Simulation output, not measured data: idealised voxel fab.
Process module under the name voxel transistor to metal
The width of the displayed cross-section, cut, is 175 nm; its cells are square, with a size of 5 nm.
A cross-section in this document is a grid of square cells, and it is written down as bands, the top band listed before the ones below it; a band is made up of one or more rows of cells. For a band, the entry starts with two heights in nm, that of the top and then that of the bottom, and carries on with the band's materials in order from left to right, each alongside its width in nm; the word "throughout" beside a single material means it fills the band edge to edge, and "blank" means empty space. The reference from which all heights are counted is 0, the level beneath which the as-received wafer is entirely one material; the lowest band, having no lower bound, proceeds downward and is written after the example "top 0, no bottom". So if you see something like "30->40" for the width, read it as the top row of the band sitting at the first number and the bottom row at the second, with every row in between moving by the same amount as the last. The designation "left unchanged", where it is given for a processing step, indicates that no cell of the cross-section was altered in the course of that step. The entry "Sealed void listing" lists the empty spaces that cover at least 8 cells and have no open path to the top. Each is written as width x height at distance, where the distance is measured from the left edge and all three values are in nm. It should be noted that, on the line of a given step, the content following the step's settings is a remark produced by the simulator itself with respect to that step. The line of a step may include "overlay nm". On a step with a mask, this value is how far to the right of its planned place the mask lay. A negative value means the mask lay to the left.
-- Here's what the planned process steps look like
1,RECEIVE (material Si)
2,CONFORMAL_DEP (material SiO2; thk nm 5)
3,CONFORMAL_DEP (material SiN; thk nm 10)
4,DIRECTIONAL_DEP (material aC; thk nm 10)
5,PATTERN (tone cover; mask id ACTIVE; material resist; width nm 110; thk nm 30; overlay nm 0)
6,DIRECTIONAL_ETCH (etch materials aC; depth nm 10)
7,STRIP (etch materials resist)
8,DIRECTIONAL_ETCH (etch materials SiN; depth nm 10)
9,DIRECTIONAL_ETCH (etch materials SiO2; depth nm 5)
10,DIRECTIONAL_ETCH (etch materials Si; depth nm 35)
11,STRIP (etch materials aC)
12,OXIDIZE (depth nm 5)
13,FILL_DEP (material SiO2; thk nm 5)
14,CMP (height nm 15)
15,SELECTIVE_ETCH (etch materials SiO2; depth nm 5)
16,STRIP (etch materials SiN)
17,SELECTIVE_ETCH (etch materials SiO2; depth nm 5)
18,OXIDIZE (depth nm 5)
19,DIRECTIONAL_DEP (material polySi; thk nm 30)
20,DIRECTIONAL_DEP (material SiCN; thk nm 15)
21,DIRECTIONAL_DEP (material aC; thk nm 10)
22,PATTERN (tone cover; mask id GATE; material resist; width nm 20; thk nm 25; overlay nm 0)
23,DIRECTIONAL_ETCH (etch materials aC; depth nm 10)
24,STRIP (etch materials resist)
25,DIRECTIONAL_ETCH (etch materials SiCN; depth nm 25)
26,DIRECTIONAL_ETCH (etch materials polySi; depth nm 40)
27,STRIP (etch materials aC)
28,CONFORMAL_DEP (material SiO2; thk nm 5)
29,DIRECTIONAL_ETCH (etch materials SiO2; depth nm 5)
30,CONFORMAL_DEP (material SiN; thk nm 10)
31,DIRECTIONAL_ETCH (etch materials SiN; depth nm 10)
32,DIRECTIONAL_ETCH (etch materials SiO2; depth nm 5)
33,DIRECTIONAL_ETCH (etch materials Si; depth nm 15)
34,EPI (material SiGe; thk nm 15)
35,FILL_DEP (material SiO2; thk nm 10)
36,CMP (height nm 45)
37,DIRECTIONAL_DEP (material SiO2; thk nm 10)
38,DIRECTIONAL_DEP (material aC; thk nm 15)
39,PATTERN (tone open; mask id CONTACT; material resist; width nm 30; pitch nm 60; thk nm 35; overlay nm 0)
40,DIRECTIONAL_ETCH (etch materials aC; depth nm 15)
41,STRIP (etch materials resist)
42,DIRECTIONAL_ETCH (etch materials SiO2; depth nm 45)
43,STRIP (etch materials aC)
44,CONFORMAL_DEP (material TiN; thk nm 5)
45,FILL_DEP (material W; thk nm 5)
46,CMP (height nm 55)
47,DIRECTIONAL_DEP (material TiN; thk nm 5)
48,DIRECTIONAL_DEP (material W; thk nm 25)
49,PATTERN (tone cover; mask id METAL_1; material resist; width nm 20; pitch nm 70; thk nm 15; overlay nm 0)
50,DIRECTIONAL_ETCH (etch materials W; depth nm 25)
51,DIRECTIONAL_ETCH (etch materials TiN; depth nm 5)
52,STRIP (etch materials resist)
53,CONFORMAL_DEP (material SiN; thk nm 5)
54,FILL_DEP (material lowk; thk nm 5)
55,CMP (height nm 85)
56,CONFORMAL_DEP (material SiCN; thk nm 5)
57,DIRECTIONAL_DEP (material lowk; thk nm 35)
58,MASKED_ETCH (tone open; mask id METAL_2; width nm 20; pitch nm 70; etch materials lowk; depth nm 20; overlay nm 0)
59,DIRECTIONAL_DEP (material aC; thk nm 15)
60,PATTERN (tone open; mask id METAL_2_HOLES; material resist; width nm 15; pitch nm 70; thk nm 35; overlay nm 0)
61,DIRECTIONAL_ETCH (etch materials aC; depth nm 15)
62,STRIP (etch materials resist)
63,DIRECTIONAL_ETCH (etch materials lowk; depth nm 15)
64,DIRECTIONAL_ETCH (etch materials SiCN; depth nm 5)
65,STRIP (etch materials aC)
66,CONFORMAL_DEP (material TiN; thk nm 5)
67,FILL_DEP (material Ru; thk nm 5)
68,CMP (height nm 125)
69,CONFORMAL_DEP (material SiN; thk nm 5)
-- Cross-section of the wafer upon arrival, representing the state reached after step 1
* top 0, no bottom  Si throughout
* Sealed void listing: none
-- Final cross-section, module run with one mistake (start and plan as above)
* top 130, bottom 125  SiN throughout
* top 125, bottom 110  lowk 40  TiN 5  Ru 10  TiN 5  lowk 50  TiN 5  Ru 10  TiN 5  lowk 45
* top 110, bottom 105  lowk 40  TiN 5  Ru 5  TiN 10  lowk 50  TiN 5  Ru 5  TiN 10  lowk 45
* top 105, bottom 90  lowk 40  TiN 5  Ru 5  TiN 5  lowk 55  TiN 5  Ru 5  TiN 5  lowk 50
* top 90, bottom 85  SiCN 40  TiN 15  SiCN 55  TiN 15  SiCN 50
* top 85, bottom 60  lowk 35  SiN 5  W 20  SiN 5  lowk 40  SiN 5  W 20  SiN 5  lowk 40
* top 60, bottom 55  SiN 40  TiN 20  SiN 50  TiN 20  SiN 45
* top 55, bottom 45  SiO2 40  TiN 5  W 20->10  TiN 5->15  SiO2 30  TiN 5->20  W 20->5  TiN 5  SiO2 45
* top 45, bottom 30  SiO2 40  TiN 5  W 10  TiN 5  SiN 10  SiO2 5  SiCN 25  TiN 5  SiN 10  TiN 5  W 5  TiN 5  SiO2 45
* top 30, bottom 15  SiO2 40  TiN 5  W 10  TiN 5  SiN 10  SiO2 5  polySi 25  TiN 5  SiN 10  TiN 5  W 5  TiN 5  SiO2 45
* top 15, bottom 10  SiO2 40  TiN 20  SiN 10  SiO2 5  polySi 25  TiN 5  SiN 10  TiN 15  SiO2 45
* top 10, bottom 5  SiO2 35  SiGe 25  SiN 10  SiO2 5  polySi 25  SiO2 5  SiN 10  SiGe 20  SiO2 40
* top 5, bottom 0  SiO2 30  SiN 10  SiGe 20  SiN 10  SiO2 5  polySi 25  SiO2 5  SiN 10  SiGe 15  SiN 10  SiO2 35
* top 0, bottom -5  SiO2 40  SiGe 20  SiO2 55  SiGe 15  SiO2 45
* top -5, bottom -20  SiO2 35  Si 5  SiGe 20  Si 55  SiGe 15  Si 5  SiO2 40
* top -20, bottom -40  SiO2 35  Si 100  SiO2 40
* top -40, no bottom  Si throughout
* Sealed void listing: none
Error vs. plan: heads up, step 22 didn't go per plan, it actually ran as PATTERN (tone cover; mask id GATE; material resist; width nm 25; thk nm 25; overlay nm 0)
